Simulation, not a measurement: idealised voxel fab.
The document below concerns the process module designated voxel trench capacitor.
Xsec cut, 205 nm wide, square cell size 5 nm.
The cross-sections in this document take the form of a grid made of square cells. They are written out as bands, in order from top to bottom. Each band consists of one or more rows of cells.
Band: top height; bottom height; in nm. Then, left to right: material with width in nm, for each material. "throughout": a single material spanning edge to edge. "empty": empty space.
Below 0: as-received wafer, all one material; heights counted from there. Lowest band: no bottom, goes on down, written "0 and below".
The two numbers in a width such as "30 to 40" mark its ends across the band: the first belongs to the top row of cells, the second to the bottom row, and from each row to the next the width moves by the same amount.
When a step is marked "all unchanged", none of the cells in the cross-section changed during that step.
Each empty space that has no open way to the top and spans at least 8 cells appears under "Trapped void list" as width x height at distance, the distance counted from the left edge, all in nm.
Heads up: the bit after the settings on a step's line is the simulator's remark on that step.
"overlay nm" answers the question of how far to the right of plan the mask lay on a step that has a mask, and when it is negative the answer is to the left.

HERE'S WHAT THE PLANNED PROCESS STEPS LOOK LIKE
1,RECEIVE,material Si
2,CONFORMAL_DEP,material SiN,thk nm 10
3,MASKED_ETCH,tone open,mask id TRENCH,width nm 25,pitch nm 45,etch materials SiN,depth nm 10,overlay nm 0
4,MASKED_ETCH,tone open,mask id TRENCH,width nm 25,pitch nm 45,etch materials Si,depth nm 25,overlay nm 0
5,CONFORMAL_DEP,material Al2O3,thk nm 5
6,FILL_DEP,material polySi,thk nm 5
7,CMP,height nm 10

AS RECEIVED, AFTER STEP 1
- 0 and below = Si throughout
- Trapped void list: none

CROSS-SECTIONAL IMAGE OF THE FIRST OF TWO WAFERS AT THE END OF THE MODULE, THE RUN HAVING PROCEEDED AS PLANNED
- 10 down to 0 = SiN 65, then Al2O3 5, then polySi 15, then Al2O3 5, then SiN 20, then Al2O3 5, then polySi 15, then Al2O3 5, then SiN 70
- 0 down to -20 = Si 65, then Al2O3 5, then polySi 15, then Al2O3 5, then Si 20, then Al2O3 5, then polySi 15, then Al2O3 5, then Si 70
- -20 down to -25 = Si 65, then Al2O3 25, then Si 20, then Al2O3 25, then Si 70
- -25 and below = Si throughout
- Trapped void list: none

SECOND OF TWO WAFERS, MODULE COMPLETE, SECTIONED: IT SHARES THE FIRST WAFER'S START AND PLAN BUT WAS RUN WITH ONE MISTAKE
- 10 down to 0 = SiN 65, then Al2O3 5, then polySi 20 to 15, then Al2O3 5 to 10, then SiN 15, then Al2O3 5, then polySi 20 to 15, then Al2O3 5 to 10, then SiN 65
- 0 down to -20 = Si 65, then Al2O3 5, then polySi 15, then Al2O3 5, then Si 20, then Al2O3 5, then polySi 15, then Al2O3 5, then Si 70
- -20 down to -25 = Si 65, then Al2O3 25, then Si 20, then Al2O3 25, then Si 70
- -25 and below = Si throughout
- Trapped void list: none
Run error: step 3 did not happen as planned, as run it was MASKED_ETCH,tone open,mask id TRENCH,width nm 30,pitch nm 45,etch materials SiN,depth nm 10,overlay nm 0
The second wafer ends with more or fewer cells of some materials than the first, per final count: +2 Al2O3; -4 SiN; +2 polySi
